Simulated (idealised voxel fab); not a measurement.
Herein follows the process module entitled voxel ribs on slabs.
For reference, the cross-section in this document is cut, with width 205 nm and square cells of 5 nm.
The cross-sections in this document take the form of a grid made of square cells. They are written out as bands, in order from top to bottom. Each band consists of one or more rows of cells. The band entry comprises the height of the band's top followed by the height of its bottom, expressed in nm, and subsequently the band's materials from left to right, each stated together with its width in nm. Where a single material is marked with the word "throughout", that material fills the band from edge to edge. The word "air" represents empty space. For the purposes of this specification, 0 denotes the height below which the wafer in its as-received condition is composed wholly of one material, and the lowermost band, lacking a lower limit, extends downward without end, as expressed in "0 and below". Per-row width for "30->40": begins at first number (top row of band), ends at second number (bottom row), increment between rows held constant. "stayed the same" for a step: no cell of the cross-section changed in that step. "Listed closed voids" - sealed voids, min. 8 cells, no opening to top; format: width x height at distance (distance from left edge; nm throughout). Step line, after settings: the simulator's comment on this step. Steps that use a mask can have "overlay nm" on their line. It says how far the mask sat to the right of where it was meant to be. Negative means to the left.

Process steps (planned)
- 1: RECEIVE with material Si
- 2: DIRECTIONAL_DEP with material SiO2, thk nm 30
- 3: DIRECTIONAL_DEP with material polySi, thk nm 25
- 4: MASKED_ETCH with tone cover, mask id RIB, width nm 30, etch materials polySi, depth nm 5, overlay nm 0
- 5: DIRECTIONAL_DEP with material aC, thk nm 5
- 6: PATTERN with tone cover, mask id SLAB, material resist, width nm 70, thk nm 35, overlay nm 0
- 7: DIRECTIONAL_ETCH with etch materials aC, depth nm 15
- 8: STRIP with etch materials resist
- 9: DIRECTIONAL_ETCH with etch materials polySi, depth nm 20
- 10: STRIP with etch materials aC
- 11: FILL_DEP with material SiO2, thk nm 25
- 12: CMP with height nm 70
- 13: DIRECTIONAL_DEP with material W, thk nm 10
- 14: MASKED_ETCH with tone cover, mask id HEATER, width nm 40, etch materials W, depth nm 10, overlay nm 0
- 15: CONFORMAL_DEP with material SiN, thk nm 5
Every wafer here starts from the same state; it is the step 5 thk nm that distinguishes them, and the value the plan gives belongs to the first wafer.

Here's the first of the wafers in cross-section, just as we got it, i.e. after step 1
* 0 and below  Si throughout
* Listed closed voids: none

Each row below is a wafer at the end of the module, listing for every material the number of cells it has gained (+) or lost (-) since it was received, followed by its closed voids
thk nm 5, +45 SiN, +512 SiO2, +16 W, +62 polySi, Listed closed voids: none
thk nm 10, +45 SiN, +512 SiO2, +16 W, +62 polySi, Listed closed voids: none
thk nm 15, +45 SiN, +512 SiO2, +16 W, +62 polySi, Listed closed voids: none
thk nm 20, +45 SiN, +404 SiO2, +16 W, +170 polySi, Listed closed voids: none
thk nm 25, +45 SiN, +404 SiO2, +16 W, +170 polySi, Listed closed voids: none
thk nm 30, +45 SiN, +404 SiO2, +16 W, +170 polySi, Listed closed voids: none
